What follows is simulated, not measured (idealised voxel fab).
The name of this process module is voxel gate over fins.
The cross-section on display is named cut; it measures 300 nm wide, and its cells are 5 nm squares.
Each cross-section below is a grid of square cells, stated as bands in top-down order, with one or more rows of cells making up each band. Within each band entry, the heights of the top and of the bottom of the band appear first, in that order and in nm; the materials of the band then follow from left to right, each with its corresponding width in nm. The designation "everywhere" on a single material indicates that it fills the band from edge to edge; the designation "air" indicates empty space. Below 0: as-received wafer, all one material; heights counted from there. Lowest band: no bottom, goes on down, written "0 down". Width "30 to 40": first value at the band's top row of cells, second value at its bottom row, equal change from row to row. Given "no change occurred" for a step, no cell of the cross-section differs between before and after that step. The label "Voids lacking openings" introduces a list of the empty spaces, 8 cells or larger, that have no open way up to the top; each entry in it reads width x height at distance, where the distance is taken from the left edge and all three are stated in nm. Read whatever lies past the settings on a step's line as the simulator's own remark about the step. "overlay nm" answers the question of how far to the right of plan the mask lay on a step that has a mask, and when it is negative the answer is to the left.
The process steps that were planned are listed below:
1. RECEIVE [material Si]
2. CONFORMAL_DEP [material SiN] [thk nm 5]
3. DIRECTIONAL_DEP [material aC] [thk nm 10]
4. PATTERN [tone cover] [mask id FINS] [material resist] [width nm 15] [pitch nm 50] [thk nm 25] [overlay nm 0]
5. DIRECTIONAL_ETCH [etch materials aC] [depth nm 10]
6. STRIP [etch materials resist]
7. DIRECTIONAL_ETCH [etch materials SiN] [depth nm 5]
8. DIRECTIONAL_ETCH [etch materials Si] [depth nm 40]
9. STRIP [etch materials aC]
10. OXIDIZE [depth nm 5]
11. FILL_DEP [material SiO2] [thk nm 15]
12. CMP [height nm 5]
13. PATTERN [tone open] [mask id RAIL] [material resist] [width nm 15] [thk nm 20] [overlay nm 0]
14. DIRECTIONAL_ETCH [etch materials SiO2] [depth nm 40]
15. STRIP [etch materials resist]
16. CONFORMAL_DEP [material TiN] [thk nm 5]
17. FILL_DEP [material W] [thk nm 5]
18. CMP [height nm 5]
19. SELECTIVE_ETCH [etch materials W Ru TiN] [depth nm 30]
20. FILL_DEP [material SiO2] [thk nm 5]
21. CMP [height nm 5]
22. SELECTIVE_ETCH [etch materials SiO2] [depth nm 20]
23. STRIP [etch materials SiN]
24. CONFORMAL_DEP [material HfO2] [thk nm 5]
25. CONFORMAL_DEP [material TiN] [thk nm 5]
26. CONFORMAL_DEP [material TiAl] [thk nm 5]
27. CONFORMAL_DEP [material TiN] [thk nm 5]
28. FILL_DEP [material W] [thk nm 10]
29. CMP [height nm 25]
30. CONFORMAL_DEP [material SiCN] [thk nm 5]
What follows covers the first of two wafers; it ran as planned:
Cross-section, incoming material, after step 1:
0 down  Si everywhere
Voids lacking openings: none
After step 2:
5 to 0  SiN everywhere
Under 0: no change, same as before.
After step 3:
15 to 5  aC everywhere
Under 5: no change, same as before.
After step 4:
40 to 15  air 90, then resist 15, then air 35, then resist 15, then air 35, then resist 15, then air 95
Under 15: no change, same as before.
After step 5:
30 to 15  air 90, then resist 15, then air 35, then resist 15, then air 35, then resist 15, then air 95
15 to 5  air 90, then aC 15, then air 35, then aC 15, then air 35, then aC 15, then air 95
Under 5: no change, same as before.
After step 6:
15 to 5  air 90, then aC 15, then air 35, then aC 15, then air 35, then aC 15, then air 95
Under 5: no change, same as before.
After step 7:
15 to 5  air 90, then aC 15, then air 35, then aC 15, then air 35, then aC 15, then air 95
5 to 0  air 90, then SiN 15, then air 35, then SiN 15, then air 35, then SiN 15, then air 95
Under 0: no change, same as before.
After step 8:
15 to 5  air 90, then aC 15, then air 35, then aC 15, then air 35, then aC 15, then air 95
5 to 0  air 90, then SiN 15, then air 35, then SiN 15, then air 35, then SiN 15, then air 95
0 to -40  air 90, then Si 15, then air 35, then Si 15, then air 35, then Si 15, then air 95
Under -40: no change, same as before.
After step 9:
5 to 0  air 90, then SiN 15, then air 35, then SiN 15, then air 35, then SiN 15, then air 95
Under 0: no change, same as before.
After step 10:
5 to 0  air 90, then SiN 15, then air 35, then SiN 15, then air 35, then SiN 15, then air 95
0 to -40  air 90, then SiO2 5, then Si 5, then SiO2 5, then air 35, then SiO2 5, then Si 5, then SiO2 5, then air 35, then SiO2 5, then Si 5, then SiO2 5, then air 95
-40 to -45  SiO2 95, then Si 5, then SiO2 45, then Si 5, then SiO2 45, then Si 5, then SiO2 100
Under -45: no change, same as before.
After step 11:
20 to 5  SiO2 everywhere
5 to 0  SiO2 90, then SiN 15, then SiO2 35, then SiN 15, then SiO2 35, then SiN 15, then SiO2 95
0 to -45  SiO2 95, then Si 5, then SiO2 45, then Si 5, then SiO2 45, then Si 5, then SiO2 100
Under -45: no change, same as before.
After step 12:
5 to 0  SiO2 90, then SiN 15, then SiO2 35, then SiN 15, then SiO2 35, then SiN 15, then SiO2 95
Under 0: no change, same as before.
After step 13:
25 to 5  resist 115, then air 15, then resist 170
Under 5: no change, same as before.
After step 14:
25 to 5  resist 115, then air 15, then resist 170
5 to 0  SiO2 90, then SiN 15, then SiO2 10, then air 15, then SiO2 10, then SiN 15, then SiO2 35, then SiN 15, then SiO2 95
0 to -35  SiO2 95, then Si 5, then SiO2 15, then air 15, then SiO2 15, then Si 5, then SiO2 45, then Si 5, then SiO2 100
Under -35: no change, same as before.
After step 15:
5 to 0  SiO2 90, then SiN 15, then SiO2 10, then air 15, then SiO2 10, then SiN 15, then SiO2 35, then SiN 15, then SiO2 95
Under 0: no change, same as before.
After step 16:
10 to 5  TiN 120, then air 5, then TiN 175
5 to 0  SiO2 90, then SiN 15, then SiO2 10, then TiN 5, then air 5, then TiN 5, then SiO2 10, then SiN 15, then SiO2 35, then SiN 15, then SiO2 95
0 to -30  SiO2 95, then Si 5, then SiO2 15, then TiN 5, then air 5, then TiN 5, then SiO2 15, then Si 5, then SiO2 45, then Si 5, then SiO2 100
-30 to -35  SiO2 95, then Si 5, then SiO2 15, then TiN 15, then SiO2 15, then Si 5, then SiO2 45, then Si 5, then SiO2 100
Under -35: no change, same as before.
After step 17:
15 to 10  W everywhere
10 to 5  TiN 120, then W 5, then TiN 175
5 to 0  SiO2 90, then SiN 15, then SiO2 10, then TiN 5, then W 5, then TiN 5, then SiO2 10, then SiN 15, then SiO2 35, then SiN 15, then SiO2 95
0 to -30  SiO2 95, then Si 5, then SiO2 15, then TiN 5, then W 5, then TiN 5, then SiO2 15, then Si 5, then SiO2 45, then Si 5, then SiO2 100
Under -30: no change, same as before.
After step 18:
5 to 0  SiO2 90, then SiN 15, then SiO2 10, then TiN 5, then W 5, then TiN 5, then SiO2 10, then SiN 15, then SiO2 35, then SiN 15, then SiO2 95
Under 0: no change, same as before.
After step 19:
5 to 0  SiO2 90, then SiN 15, then SiO2 10, then air 15, then SiO2 10, then SiN 15, then SiO2 35, then SiN 15, then SiO2 95
0 to -25  SiO2 95, then Si 5, then SiO2 15, then air 15, then SiO2 15, then Si 5, then SiO2 45, then Si 5, then SiO2 100
Under -25: no change, same as before.
After step 20:
10 to 5  SiO2 everywhere
5 to 0  SiO2 90, then SiN 15, then SiO2 35, then SiN 15, then SiO2 35, then SiN 15, then SiO2 95
0 to -25  SiO2 95, then Si 5, then SiO2 45, then Si 5, then SiO2 45, then Si 5, then SiO2 100
Under -25: no change, same as before.
After step 21:
5 to 0  SiO2 90, then SiN 15, then SiO2 35, then SiN 15, then SiO2 35, then SiN 15, then SiO2 95
Under 0: no change, same as before.
After step 22:
5 to 0  air 90, then SiN 15, then air 35, then SiN 15, then air 35, then SiN 15, then air 95
0 to -15  air 95, then Si 5, then air 45, then Si 5, then air 45, then Si 5, then air 100
Under -15: no change, same as before.
After step 23:
0 to -15  air 95, then Si 5, then air 45, then Si 5, then air 45, then Si 5, then air 100
Under -15: no change, same as before.
After step 24:
5 to 0  air 90, then HfO2 15, then air 35, then HfO2 15, then air 35, then HfO2 15, then air 95
0 to -10  air 90, then HfO2 5, then Si 5, then HfO2 5, then air 35, then HfO2 5, then Si 5, then HfO2 5, then air 35, then HfO2 5, then Si 5, then HfO2 5, then air 95
-10 to -15  HfO2 95, then Si 5, then HfO2 45, then Si 5, then HfO2 45, then Si 5, then HfO2 100
Under -15: no change, same as before.
After step 25:
10 to 5  air 85, then TiN 25, then air 25, then TiN 25, then air 25, then TiN 25, then air 90
5 to 0  air 85, then TiN 5, then HfO2 15, then TiN 5, then air 25, then TiN 5, then HfO2 15, then TiN 5, then air 25, then TiN 5, then HfO2 15, then TiN 5, then air 90
0 to -5  air 85, then TiN 5, then HfO2 5, then Si 5, then HfO2 5, then TiN 5, then air 25, then TiN 5, then HfO2 5, then Si 5, then HfO2 5, then TiN 5, then air 25, then TiN 5, then HfO2 5, then Si 5, then HfO2 5, then TiN 5, then air 90
-5 to -10  TiN 90, then HfO2 5, then Si 5, then HfO2 5, then TiN 35, then HfO2 5, then Si 5, then HfO2 5, then TiN 35, then HfO2 5, then Si 5, then HfO2 5, then TiN 95
Under -10: no change, same as before.
After step 26:
15 to 10  air 80, then TiAl 35, then air 15, then TiAl 35, then air 15, then TiAl 35, then air 85
10 to 5  air 80, then TiAl 5, then TiN 25, then TiAl 5, then air 15, then TiAl 5, then TiN 25, then TiAl 5, then air 15, then TiAl 5, then TiN 25, then TiAl 5, then air 85
5 to 0  air 80, then TiAl 5, then TiN 5, then HfO2 15, then TiN 5, then TiAl 5, then air 15, then TiAl 5, then TiN 5, then HfO2 15, then TiN 5, then TiAl 5, then air 15, then TiAl 5, then TiN 5, then HfO2 15, then TiN 5, then TiAl 5, then air 85
0 to -5  TiAl 85, then TiN 5, then HfO2 5, then Si 5, then HfO2 5, then TiN 5, then TiAl 25, then TiN 5, then HfO2 5, then Si 5, then HfO2 5, then TiN 5, then TiAl 25, then TiN 5, then HfO2 5, then Si 5, then HfO2 5, then TiN 5, then TiAl 90
Under -5: no change, same as before.
After step 27:
20 to 15  air 75, then TiN 45, then air 5, then TiN 45, then air 5, then TiN 45, then air 80
15 to 10  air 75, then TiN 5, then TiAl 35, then TiN 5, then air 5, then TiN 5, then TiAl 35, then TiN 5, then air 5, then TiN 5, then TiAl 35, then TiN 5, then air 80
10 to 5  air 75, then TiN 5, then TiAl 5, then TiN 25, then TiAl 5, then TiN 5, then air 5, then TiN 5, then TiAl 5, then TiN 25, then TiAl 5, then TiN 5, then air 5, then TiN 5, then TiAl 5, then TiN 25, then TiAl 5, then TiN 5, then air 80
5 to 0  TiN 80, then TiAl 5, then TiN 5, then HfO2 15, then TiN 5, then TiAl 5, then TiN 15, then TiAl 5, then TiN 5, then HfO2 15, then TiN 5, then TiAl 5, then TiN 15, then TiAl 5, then TiN 5, then HfO2 15, then TiN 5, then TiAl 5, then TiN 85
Under 0: no change, same as before.
After step 28:
30 to 20  W everywhere
20 to 15  W 75, then TiN 45, then W 5, then TiN 45, then W 5, then TiN 45, then W 80
15 to 10  W 75, then TiN 5, then TiAl 35, then TiN 5, then W 5, then TiN 5, then TiAl 35, then TiN 5, then W 5, then TiN 5, then TiAl 35, then TiN 5, then W 80
10 to 5  W 75, then TiN 5, then TiAl 5, then TiN 25, then TiAl 5, then TiN 5, then W 5, then TiN 5, then TiAl 5, then TiN 25, then TiAl 5, then TiN 5, then W 5, then TiN 5, then TiAl 5, then TiN 25, then TiAl 5, then TiN 5, then W 80
Under 5: no change, same as before.
After step 29:
25 to 20  W everywhere
Under 20: no change, same as before.
After step 30:
30 to 25  SiCN everywhere
Under 25: no change, same as before.
Second wafer. Start and plan as for the first. One mistake made in running. Agrees with the first up to and including step 24:
Second wafer at the planned finish of step 25, seen in cross-section: no change occurred
Second wafer at the planned finish of step 26, seen in cross-section:
10 to 5  air 85, then TiAl 25, then air 25, then TiAl 25, then air 25, then TiAl 25, then air 90
5 to 0  air 85, then TiAl 5, then HfO2 15, then TiAl 5, then air 25, then TiAl 5, then HfO2 15, then TiAl 5, then air 25, then TiAl 5, then HfO2 15, then TiAl 5, then air 90
0 to -5  air 85, then TiAl 5, then HfO2 5, then Si 5, then HfO2 5, then TiAl 5, then air 25, then TiAl 5, then HfO2 5, then Si 5, then HfO2 5, then TiAl 5, then air 25, then TiAl 5, then HfO2 5, then Si 5, then HfO2 5, then TiAl 5, then air 90
-5 to -10  TiAl 90, then HfO2 5, then Si 5, then HfO2 5, then TiAl 35, then HfO2 5, then Si 5, then HfO2 5, then TiAl 35, then HfO2 5, then Si 5, then HfO2 5, then TiAl 95
Under -10: no change, same as before.
Second wafer at the planned finish of step 27, seen in cross-section:
15 to 10  air 80, then TiN 35, then air 15, then TiN 35, then air 15, then TiN 35, then air 85
10 to 5  air 80, then TiN 5, then TiAl 25, then TiN 5, then air 15, then TiN 5, then TiAl 25, then TiN 5, then air 15, then TiN 5, then TiAl 25, then TiN 5, then air 85
5 to 0  air 80, then TiN 5, then TiAl 5, then HfO2 15, then TiAl 5, then TiN 5, then air 15, then TiN 5, then TiAl 5, then HfO2 15, then TiAl 5, then TiN 5, then air 15, then TiN 5, then TiAl 5, then HfO2 15, then TiAl 5, then TiN 5, then air 85
0 to -5  TiN 85, then TiAl 5, then HfO2 5, then Si 5, then HfO2 5, then TiAl 5, then TiN 25, then TiAl 5, then HfO2 5, then Si 5, then HfO2 5, then TiAl 5, then TiN 25, then TiAl 5, then HfO2 5, then Si 5, then HfO2 5, then TiAl 5, then TiN 90
Under -5: no change, same as before.
Second wafer at the planned finish of step 28, seen in cross-section:
25 to 15  W everywhere
15 to 10  W 80, then TiN 35, then W 15, then TiN 35, then W 15, then TiN 35, then W 85
10 to 5  W 80, then TiN 5, then TiAl 25, then TiN 5, then W 15, then TiN 5, then TiAl 25, then TiN 5, then W 15, then TiN 5, then TiAl 25, then TiN 5, then W 85
5 to 0  W 80, then TiN 5, then TiAl 5, then HfO2 15, then TiAl 5, then TiN 5, then W 15, then TiN 5, then TiAl 5, then HfO2 15, then TiAl 5, then TiN 5, then W 15, then TiN 5, then TiAl 5, then HfO2 15, then TiAl 5, then TiN 5, then W 85
Under 0: no change, same as before.
Second wafer at the planned finish of step 29, seen in cross-section: no change occurred
Second wafer at the planned finish of step 30, seen in cross-section:
30 to 25  SiCN everywhere
Under 25: no change, same as before.
Diagnosis: plan step 25 never ran because it was skipped
The final cell counts differ between the wafers, with the second having more or fewer of some materials than the first: 78 fewer of TiN, 78 more of W
